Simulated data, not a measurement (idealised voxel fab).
process module | voxel local oxidation
cross-section cut | 175 nm wide | cells 5 nm
A cross-section is a grid of square cells, given in bands from the top down. A band is one or more rows of cells.
Each band's line starts with the height of the band's top and of its bottom, in nm. Then come its materials from left to right, each with its width in nm. One material with "throughout" fills the band from edge to edge. "air" is empty space.
Height 0 is the level under which the wafer as received is all one material. The lowest band goes on downwards, as in "0 down".
A width such as "30 to 40" changes by the same amount from each row of cells to the next, from the band's top row to its bottom row.
"no change" after a step means that no cell of the cross-section changed.
closed voids: empty space of 8 cells or more with no open way to the top, each as width x height at its distance from the left edge, in nm
after a step's settings: what the simulator itself notes on the step
overlay nm, on a step with a mask: how far to the right of its planned place the mask lay; to the left if negative
plan
1 op RECEIVE | material Si
2 op OXIDIZE | depth nm 5
3 op CONFORMAL_DEP | material SiN | thk nm 10
4 op PATTERN | tone cover | mask id ACTIVE | material resist | width nm 130 | thk nm 15 | overlay nm 0
5 op DIRECTIONAL_ETCH | etch materials SiN | depth nm 10
6 op STRIP | etch materials resist
7 op SELECTIVE_ETCH | etch materials SiO2 | depth nm 5
8 op OXIDIZE | depth nm 10
9 op STRIP | etch materials SiN
first wafer, as planned
as received, after step 1
  0 down: Si throughout
  closed voids: none
after step 2
  0 to -5: SiO2 throughout
  below -5: unchanged
after step 3
  10 to 0: SiN throughout
  below 0: unchanged
after step 4
  25 to 10: air 20 | resist 130 | air 25
  below 10: unchanged
after step 5
  25 to 10: air 20 | resist 130 | air 25
  10 to 0: air 20 | SiN 130 | air 25
  below 0: unchanged
after step 6
  10 to 0: air 20 | SiN 130 | air 25
  below 0: unchanged
after step 7
  10 to 0: air 20 | SiN 130 | air 25
  0 to -5: air 25 | SiO2 120 | air 30
  below -5: unchanged
after step 8
  10 to 0: air 20 | SiN 130 | air 25
  0 to -5: air 25 | SiO2 120 | air 30
  -5 to -15: SiO2 35 | Si 100 | SiO2 40
  below -15: unchanged
after step 9
  0 to -5: air 25 | SiO2 120 | air 30
  below -5: unchanged
second wafer: like start, like plan, one mistake. Through step 3 it matches the first wafer
when step 4 should have ended
  25 to 10: air 15 | resist 130 | air 30
  below 10: unchanged
when step 5 should have ended
  25 to 10: air 15 | resist 130 | air 30
  10 to 0: air 15 | SiN 130 | air 30
  below 0: unchanged
when step 6 should have ended
  10 to 0: air 15 | SiN 130 | air 30
  below 0: unchanged
when step 7 should have ended
  10 to 0: air 15 | SiN 130 | air 30
  0 to -5: air 20 | SiO2 120 | air 35
  below -5: unchanged
when step 8 should have ended
  10 to 0: air 15 | SiN 130 | air 30
  0 to -5: air 20 | SiO2 120 | air 35
  -5 to -15: SiO2 30 | Si 100 | SiO2 45
  below -15: unchanged
when step 9 should have ended
  0 to -5: air 20 | SiO2 120 | air 35
  below -5: unchanged
what went wrong: step 4 ran as: op PATTERN | tone cover | mask id ACTIVE | material resist | width nm 130 | thk nm 15 | overlay nm -5
at the end the second wafer has, in cells: as many of each material as the first, in other places
